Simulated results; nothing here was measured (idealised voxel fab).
Process module in this document: voxel ribs on slabs
The width of the displayed cross-section, cut, is 195 nm; its cells are square, with a size of 5 nm.
Cross-section layout: square cells on a grid; listed as bands, top to bottom; a band spans one or more cell rows. A band entry consists of two parts. The first gives the height of the band's top and the height of its bottom, in nm. The rest lists the band's materials from left to right, each with its width in nm. A single material labelled with the word "full width" fills the band from edge to edge, and the word "air" marks empty space. The reference from which all heights are counted is 0, the level beneath which the as-received wafer is entirely one material; the lowest band, having no lower bound, proceeds downward and is written after the example "z 0 and below". A width such as "30..40" changes by the same amount from each row of cells to the next, from the band's top row to its bottom row. Step note "no modifications" = no cross-section cell changed. "Closed cavity list": empty spaces of 8 cells or more with no open way to the top, each given as width x height at distance, distance from the left edge, all in nm. What comes after the settings on a step's line is commentary from the simulator itself on that step. A step line may carry the setting "overlay nm", which, for steps involving a mask, states the distance by which the mask lay to the right of its intended position; negative values denote displacement to the left.

Here's what the planned process steps look like:
1. RECEIVE (material Si)
2. DIRECTIONAL_DEP (material SiO2; thk nm 30)
3. DIRECTIONAL_DEP (material SiN; thk nm 25)
4. PATTERN (tone cover; mask id RIB; material resist; width nm 30; thk nm 15; overlay nm 0)
5. DIRECTIONAL_ETCH (etch materials SiN; depth nm 15)
6. STRIP (etch materials resist)
7. DIRECTIONAL_DEP (material aC; thk nm 10)
8. PATTERN (tone cover; mask id SLAB; material resist; width nm 70; thk nm 25; overlay nm 0)
9. DIRECTIONAL_ETCH (etch materials aC; depth nm 10)
10. STRIP (etch materials resist)
11. DIRECTIONAL_ETCH (etch materials SiN; depth nm 10)
12. STRIP (etch materials aC)
13. FILL_DEP (material SiO2; thk nm 25)
14. CMP (height nm 70)
15. DIRECTIONAL_DEP (material W; thk nm 10)
16. DIRECTIONAL_DEP (material aC; thk nm 15)
17. PATTERN (tone cover; mask id HEATER; material resist; width nm 40; thk nm 35; overlay nm 0)
18. DIRECTIONAL_ETCH (etch materials aC; depth nm 15)
19. STRIP (etch materials resist)
20. DIRECTIONAL_ETCH (etch materials W; depth nm 10)
21. STRIP (etch materials aC)
22. CONFORMAL_DEP (material SiO2; thk nm 10)

The cross-section here shows the wafer as received, i.e. in its state after step 1:
    z 0 and below  Si full width
    Closed cavity list: none

Wafer at module end, in section. Began as above, planned as above, run with one mistake:
    z 90 to 80  air=65; SiO2=60; air=70
    z 80 to 70  SiO2=75; W=40; SiO2=80
    z 70 to 45  SiO2 full width
    z 45 to 40  SiO2=80; SiN=30; SiO2=85
    z 40 to 30  SiN=60; SiO2=20; SiN=30; SiO2=20; SiN=65
    z 30 to 0  SiO2 full width
    z 0 and below  Si full width
    Closed cavity list: none
It is concluded that the wafer was processed incorrectly with respect to the plan, in that step 8 was run on a setting that differed from the plan, and what really ran there is PATTERN (tone open; mask id SLAB; material resist; width nm 70; thk nm 25; overlay nm 0)
